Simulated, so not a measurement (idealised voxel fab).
Title: Process Module voxel self aligned vias
Cross-sectional view cut (width: 230 nm; square cell size: 5 nm).
For the purposes of this document, a cross-section shall be understood as a grid of square cells, specified as bands listed in top-to-bottom order, each band consisting of one or more rows of cells.
Heads up on the band format: heights come first, top then bottom, in nm. After that it's the materials left to right, each with its width in nm. A single material flagged "throughout" fills the whole band edge to edge, and "air" means there's empty space there.
The reference from which all heights are counted is 0, the level beneath which the as-received wafer is entirely one material; the lowest band, having no lower bound, proceeds downward and is written after the example "0 down".
A width given as "30->40" starts at the first number in the band's top row and ends at the second number in its bottom row, shifting by an equal amount at every step from row to row.
The cross-section has no changed cell in any step marked "everything unchanged".
The entry titled "Enclosed cavities" provides the empty spaces that have no open way to the top, restricted to those of 8 cells or more. Each is presented as width x height at distance, the distance being measured from the left edge, with all three in nm.
On a step's line, text after the settings is the simulator commenting on that step.
The line of a step may include "overlay nm". On a step with a mask, this value is how far to the right of its planned place the mask lay. A negative value means the mask lay to the left.

The following list gives the planned process steps
1. RECEIVE (material Si)
2. CONFORMAL_DEP (material SiO2; thk nm 15)
3. CONFORMAL_DEP (material SiCN; thk nm 5)
4. DIRECTIONAL_DEP (material SiO2; thk nm 30)
5. MASKED_ETCH (tone open; mask id LINES; width nm 30; pitch nm 65; etch materials SiO2; depth nm 30; overlay nm 0)
6. CONFORMAL_DEP (material TiN; thk nm 5)
7. FILL_DEP (material Ru; thk nm 5)
8. CMP (height nm 50)
9. SELECTIVE_ETCH (etch materials W Ru TiN; depth nm 10)
10. FILL_DEP (material SiN; thk nm 5)
11. CMP (height nm 50)
12. DIRECTIONAL_DEP (material SiO2; thk nm 20)
13. MASKED_ETCH (tone open; mask id VIAS; width nm 40; pitch nm 130; etch materials SiO2; depth nm 20; overlay nm 0)
14. MASKED_ETCH (tone open; mask id VIAS; width nm 40; pitch nm 130; etch materials SiN; depth nm 10; overlay nm 0)
15. CONFORMAL_DEP (material TiN; thk nm 5)
16. FILL_DEP (material Ru; thk nm 5)
17. CMP (height nm 70)
18. CONFORMAL_DEP (material SiN; thk nm 5)

The first of a set of two wafers, run to plan

Cross-section of the wafer as it came to us, i.e., already through step 1
* 0 down = Si throughout
* Enclosed cavities: none

Wafer after step 2 (cross-section)
* 15 to 0 = SiO2 throughout
* Heights below 0 show no change.

Wafer after step 3 (cross-section)
* 20 to 15 = SiCN throughout
* Heights below 15 show no change.

Wafer after step 4 (cross-section)
* 50 to 20 = SiO2 throughout
* Heights below 20 show no change.

Wafer after step 5 (cross-section)
* 50 to 20 = SiO2 35  air 30  SiO2 35  air 30  SiO2 35  air 30  SiO2 35
* Heights below 20 show no change.

Wafer after step 6 (cross-section)
* 55 to 50 = TiN 40  air 20  TiN 45  air 20  TiN 45  air 20  TiN 40
* 50 to 25 = SiO2 35  TiN 5  air 20  TiN 5  SiO2 35  TiN 5  air 20  TiN 5  SiO2 35  TiN 5  air 20  TiN 5  SiO2 35
* 25 to 20 = SiO2 35  TiN 30  SiO2 35  TiN 30  SiO2 35  TiN 30  SiO2 35
* Heights below 20 show no change.

Wafer after step 7 (cross-section)
* 60 to 55 = Ru throughout
* 55 to 50 = TiN 40  Ru 20  TiN 45  Ru 20  TiN 45  Ru 20  TiN 40
* 50 to 25 = SiO2 35  TiN 5  Ru 20  TiN 5  SiO2 35  TiN 5  Ru 20  TiN 5  SiO2 35  TiN 5  Ru 20  TiN 5  SiO2 35
* Heights below 25 show no change.

Wafer after step 8 (cross-section)
* 50 to 25 = SiO2 35  TiN 5  Ru 20  TiN 5  SiO2 35  TiN 5  Ru 20  TiN 5  SiO2 35  TiN 5  Ru 20  TiN 5  SiO2 35
* Heights below 25 show no change.

Wafer after step 9 (cross-section)
* 50 to 40 = SiO2 35  air 30  SiO2 35  air 30  SiO2 35  air 30  SiO2 35
* Heights below 40 show no change.

Wafer after step 10 (cross-section)
* 55 to 50 = SiN throughout
* 50 to 40 = SiO2 35  SiN 30  SiO2 35  SiN 30  SiO2 35  SiN 30  SiO2 35
* Heights below 40 show no change.

Wafer after step 11 (cross-section)
* 50 to 40 = SiO2 35  SiN 30  SiO2 35  SiN 30  SiO2 35  SiN 30  SiO2 35
* Heights below 40 show no change.

Wafer after step 12 (cross-section)
* 70 to 50 = SiO2 throughout
* Heights below 50 show no change.

Wafer after step 13 (cross-section)
* 70 to 50 = SiO2 30  air 40  SiO2 90  air 40  SiO2 30
* Heights below 50 show no change.

Wafer after step 14 (cross-section)
* 70 to 50 = SiO2 30  air 40  SiO2 90  air 40  SiO2 30
* 50 to 40 = SiO2 35  air 30  SiO2 35  SiN 30  SiO2 35  air 30  SiO2 35
* Heights below 40 show no change.

Wafer after step 15 (cross-section)
* 75 to 70 = TiN 35  air 30  TiN 100  air 30  TiN 35
* 70 to 55 = SiO2 30  TiN 5  air 30  TiN 5  SiO2 90  TiN 5  air 30  TiN 5  SiO2 30
* 55 to 50 = SiO2 30  TiN 10  air 20  TiN 10  SiO2 90  TiN 10  air 20  TiN 10  SiO2 30
* 50 to 45 = SiO2 35  TiN 5  air 20  TiN 5  SiO2 35  SiN 30  SiO2 35  TiN 5  air 20  TiN 5  SiO2 35
* 45 to 40 = SiO2 35  TiN 30  SiO2 35  SiN 30  SiO2 35  TiN 30  SiO2 35
* Heights below 40 show no change.

Wafer after step 16 (cross-section)
* 80 to 75 = Ru throughout
* 75 to 70 = TiN 35  Ru 30  TiN 100  Ru 30  TiN 35
* 70 to 55 = SiO2 30  TiN 5  Ru 30  TiN 5  SiO2 90  TiN 5  Ru 30  TiN 5  SiO2 30
* 55 to 50 = SiO2 30  TiN 10  Ru 20  TiN 10  SiO2 90  TiN 10  Ru 20  TiN 10  SiO2 30
* 50 to 45 = SiO2 35  TiN 5  Ru 20  TiN 5  SiO2 35  SiN 30  SiO2 35  TiN 5  Ru 20  TiN 5  SiO2 35
* Heights below 45 show no change.

Wafer after step 17 (cross-section)
* 70 to 55 = SiO2 30  TiN 5  Ru 30  TiN 5  SiO2 90  TiN 5  Ru 30  TiN 5  SiO2 30
* Heights below 55 show no change.

Wafer after step 18 (cross-section)
* 75 to 70 = SiN throughout
* Heights below 70 show no change.

Second wafer, same starting state and plan as the first, one mistake in the run, identical through step 4

Cross-sectional representation of the second wafer at the time designated in the plan for the completion of step 5
* 50 to 20 = SiO2 45  air 30  SiO2 35  air 30  SiO2 35  air 30  SiO2 25
* Heights below 20 show no change.

Cross-sectional representation of the second wafer at the time designated in the plan for the completion of step 6
* 55 to 50 = TiN 50  air 20  TiN 45  air 20  TiN 45  air 20  TiN 30
* 50 to 25 = SiO2 45  TiN 5  air 20  TiN 5  SiO2 35  TiN 5  air 20  TiN 5  SiO2 35  TiN 5  air 20  TiN 5  SiO2 25
* 25 to 20 = SiO2 45  TiN 30  SiO2 35  TiN 30  SiO2 35  TiN 30  SiO2 25
* Heights below 20 show no change.

Cross-sectional representation of the second wafer at the time designated in the plan for the completion of step 7
* 60 to 55 = Ru throughout
* 55 to 50 = TiN 50  Ru 20  TiN 45  Ru 20  TiN 45  Ru 20  TiN 30
* 50 to 25 = SiO2 45  TiN 5  Ru 20  TiN 5  SiO2 35  TiN 5  Ru 20  TiN 5  SiO2 35  TiN 5  Ru 20  TiN 5  SiO2 25
* Heights below 25 show no change.

Cross-sectional representation of the second wafer at the time designated in the plan for the completion of step 8
* 50 to 25 = SiO2 45  TiN 5  Ru 20  TiN 5  SiO2 35  TiN 5  Ru 20  TiN 5  SiO2 35  TiN 5  Ru 20  TiN 5  SiO2 25
* Heights below 25 show no change.

Cross-sectional representation of the second wafer at the time designated in the plan for the completion of step 9
* 50 to 40 = SiO2 45  air 30  SiO2 35  air 30  SiO2 35  air 30  SiO2 25
* Heights below 40 show no change.

Cross-sectional representation of the second wafer at the time designated in the plan for the completion of step 10
* 55 to 50 = SiN throughout
* 50 to 40 = SiO2 45  SiN 30  SiO2 35  SiN 30  SiO2 35  SiN 30  SiO2 25
* Heights below 40 show no change.

Cross-sectional representation of the second wafer at the time designated in the plan for the completion of step 11
* 50 to 40 = SiO2 45  SiN 30  SiO2 35  SiN 30  SiO2 35  SiN 30  SiO2 25
* Heights below 40 show no change.

Cross-sectional representation of the second wafer at the time designated in the plan for the completion of step 12
* 70 to 50 = SiO2 throughout
* Heights below 50 show no change.

Cross-sectional representation of the second wafer at the time designated in the plan for the completion of step 13
* 70 to 50 = SiO2 30  air 40  SiO2 90  air 40  SiO2 30
* Heights below 50 show no change.

Cross-sectional representation of the second wafer at the time designated in the plan for the completion of step 14
* 70 to 50 = SiO2 30  air 40  SiO2 90  air 40  SiO2 30
* 50 to 40 = SiO2 45  air 25  SiN 5  SiO2 35  SiN 30  SiO2 35  air 25  SiN 5  SiO2 25
* Heights below 40 show no change.

Cross-sectional representation of the second wafer at the time designated in the plan for the completion of step 15
* 75 to 70 = TiN 35  air 30  TiN 100  air 30  TiN 35
* 70 to 55 = SiO2 30  TiN 5  air 30  TiN 5  SiO2 90  TiN 5  air 30  TiN 5  SiO2 30
* 55 to 50 = SiO2 30  TiN 20  air 15  TiN 5  SiO2 90  TiN 20  air 15  TiN 5  SiO2 30
* 50 to 45 = SiO2 45  TiN 5  air 15  TiN 5  SiN 5  SiO2 35  SiN 30  SiO2 35  TiN 5  air 15  TiN 5  SiN 5  SiO2 25
* 45 to 40 = SiO2 45  TiN 25  SiN 5  SiO2 35  SiN 30  SiO2 35  TiN 25  SiN 5  SiO2 25
* Heights below 40 show no change.

Cross-sectional representation of the second wafer at the time designated in the plan for the completion of step 16
* 80 to 75 = Ru throughout
* 75 to 70 = TiN 35  Ru 30  TiN 100  Ru 30  TiN 35
* 70 to 55 = SiO2 30  TiN 5  Ru 30  TiN 5  SiO2 90  TiN 5  Ru 30  TiN 5  SiO2 30
* 55 to 50 = SiO2 30  TiN 20  Ru 15  TiN 5  SiO2 90  TiN 20  Ru 15  TiN 5  SiO2 30
* 50 to 45 = SiO2 45  TiN 5  Ru 15  TiN 5  SiN 5  SiO2 35  SiN 30  SiO2 35  TiN 5  Ru 15  TiN 5  SiN 5  SiO2 25
* Heights below 45 show no change.

Cross-sectional representation of the second wafer at the time designated in the plan for the completion of step 17
* 70 to 55 = SiO2 30  TiN 5  Ru 30  TiN 5  SiO2 90  TiN 5  Ru 30  TiN 5  SiO2 30
* Heights below 55 show no change.

Cross-sectional representation of the second wafer at the time designated in the plan for the completion of step 18
* 75 to 70 = SiN throughout
* Heights below 70 show no change.
Deviation noted in wafer processing: heads up, step 5 didn't go per plan, it actually ran as MASKED_ETCH (tone open; mask id LINES; width nm 30; pitch nm 65; etch materials SiO2; depth nm 30; overlay nm 10)
Once processing is complete, comparing cell counts shows that the second wafer has more or fewer of certain materials than the first: 4 fewer of Ru | 4 more of SiN
